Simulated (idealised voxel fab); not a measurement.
Process module heading - voxel gate over fins
Xsec cut, 230 nm wide, square cell size 5 nm.
Square cells in a grid make up a cross-section in this document, and the grid is given as bands, listed from the top down, each one or more rows of cells. This entry defines a band. It first specifies the height of the band's top and the height of its bottom in nm, and then specifies the band's materials from left to right, stating each material with its width in nm. The word "throughout" identifies a single material that fills the band from edge to edge, while the word "air" identifies empty space. Height reference: 0 = level under which incoming wafer is all one material. Lowest band: no bottom, runs on downward, e.g. "0 -> down". The two numbers in a width such as "30 to 40" mark its ends across the band: the first belongs to the top row of cells, the second to the bottom row, and from each row to the next the width moves by the same amount. No cell of the cross-section changed in a step that is given as "identical to before". "Fully closed voids" means: voids of 8 cells or more that are shut off from the top with no open way through. Written width x height at distance, distance from the left edge, in nm. The remark found on a step's line after its settings is issued by the simulator itself and pertains to that step. overlay nm, on a step with a mask: how far to the right of its planned place the mask lay; to the left if negative.

PROCESS STEPS (PLANNED)
1: RECEIVE (material Si)
2: CONFORMAL_DEP (material SiN; thk nm 5)
3: PATTERN (tone cover; mask id FINS; material resist; width nm 15; pitch nm 50; thk nm 20; overlay nm 0)
4: DIRECTIONAL_ETCH (etch materials SiN; depth nm 5)
5: DIRECTIONAL_ETCH (etch materials Si; depth nm 40)
6: STRIP (etch materials resist)
7: OXIDIZE (depth nm 5)
8: FILL_DEP (material SiO2; thk nm 10)
9: CMP (height nm 5)
10: DIRECTIONAL_DEP (material aC; thk nm 10)
11: PATTERN (tone open; mask id RAIL; material resist; width nm 15; thk nm 25; overlay nm 0)
12: DIRECTIONAL_ETCH (etch materials aC; depth nm 10)
13: STRIP (etch materials resist)
14: DIRECTIONAL_ETCH (etch materials SiO2; depth nm 40)
15: STRIP (etch materials aC)
16: CONFORMAL_DEP (material TiN; thk nm 5)
17: FILL_DEP (material W; thk nm 10)
18: CMP (height nm 5)
19: SELECTIVE_ETCH (etch materials W Ru TiN; depth nm 25)
20: FILL_DEP (material SiO2; thk nm 5)
21: CMP (height nm 5)
22: SELECTIVE_ETCH (etch materials SiO2; depth nm 20)
23: STRIP (etch materials SiN)
24: CONFORMAL_DEP (material HfO2; thk nm 5)
25: CONFORMAL_DEP (material TiN; thk nm 5)
26: CONFORMAL_DEP (material TiAl; thk nm 5)
27: CONFORMAL_DEP (material TiN; thk nm 5)
28: FILL_DEP (material W; thk nm 15)
29: CMP (height nm 30)
30: CONFORMAL_DEP (material SiN; thk nm 5)

THE CROSS-SECTION HERE SHOWS THE WAFER AS RECEIVED, I.E. IN ITS STATE AFTER STEP 1
- 0 -> down = Si throughout
- Fully closed voids: none

CROSS-SECTION: FIRST OF TWO WAFERS, MODULE FINISHED, RUN ACCORDING TO PLAN
- 35 -> 30 = SiN throughout
- 30 -> 20 = W throughout
- 20 -> 15 = W=65 / TiN=45 / W=5 / TiN=45 / W=70
- 15 -> 10 = W=65 / TiN=5 / TiAl=35 / TiN=5 / W=5 / TiN=5 / TiAl=35 / TiN=5 / W=70
- 10 -> 5 = W=65 / TiN=5 / TiAl=5 / TiN=25 / TiAl=5 / TiN=5 / W=5 / TiN=5 / TiAl=5 / TiN=25 / TiAl=5 / TiN=5 / W=70
- 5 -> 0 = TiN=70 / TiAl=5 / TiN=5 / HfO2=15 / TiN=5 / TiAl=5 / TiN=15 / TiAl=5 / TiN=5 / HfO2=15 / TiN=5 / TiAl=5 / TiN=75
- 0 -> -5 = TiAl=75 / TiN=5 / HfO2=5 / Si=5 / HfO2=5 / TiN=5 / TiAl=25 / TiN=5 / HfO2=5 / Si=5 / HfO2=5 / TiN=5 / TiAl=80
- -5 -> -10 = TiN=80 / HfO2=5 / Si=5 / HfO2=5 / TiN=35 / HfO2=5 / Si=5 / HfO2=5 / TiN=85
- -10 -> -15 = HfO2=85 / Si=5 / HfO2=45 / Si=5 / HfO2=90
- -15 -> -20 = SiO2=85 / Si=5 / SiO2=45 / Si=5 / SiO2=90
- -20 -> -30 = SiO2=85 / Si=5 / SiO2=15 / TiN=5 / W=5 / TiN=5 / SiO2=15 / Si=5 / SiO2=90
- -30 -> -35 = SiO2=85 / Si=5 / SiO2=15 / TiN=15 / SiO2=15 / Si=5 / SiO2=90
- -35 -> -45 = SiO2=85 / Si=5 / SiO2=45 / Si=5 / SiO2=90
- -45 -> down = Si throughout
- Fully closed voids: none

THIS CROSS-SECTION BELONGS TO THE SECOND WAFER OF TWO AT THE END OF THE MODULE; THE START AND THE PLAN WERE SHARED WITH THE FIRST, AND THE RUN INCLUDED ONE MISTAKE
- 35 -> 30 = SiN throughout
- 30 -> 20 = W throughout
- 20 -> 15 = TiN throughout
- 15 -> 10 = TiAl throughout
- 10 -> 5 = TiN=85 / TiAl=5 / TiN=45 / TiAl=5 / TiN=90
- 5 -> 0 = HfO2=80 / TiN=5 / TiAl=5 / TiN=5 / HfO2=35 / TiN=5 / TiAl=5 / TiN=5 / HfO2=85
- 0 -> -5 = Si=75 / HfO2=5 / TiN=5 / TiAl=5 / TiN=5 / HfO2=5 / Si=25 / HfO2=5 / TiN=5 / TiAl=5 / TiN=5 / HfO2=5 / Si=80
- -5 -> -10 = Si=75 / HfO2=5 / TiN=15 / HfO2=5 / Si=25 / HfO2=5 / TiN=15 / HfO2=5 / Si=80
- -10 -> -15 = Si=75 / HfO2=25 / Si=25 / HfO2=25 / Si=80
- -15 -> -45 = Si=75 / SiO2=25 / Si=25 / SiO2=25 / Si=80
- -45 -> down = Si throughout
- Fully closed voids: none
Deviation from plan: step 3: run off-plan, actual operation and settings PATTERN (tone open; mask id FINS; material resist; width nm 15; pitch nm 50; thk nm 20; overlay nm 0)
Cell-count delta at end, second wafer over first, by material: 306 more of Si; 195 fewer of SiO2; 6 fewer of TiAl; 19 fewer of TiN; 86 fewer of W
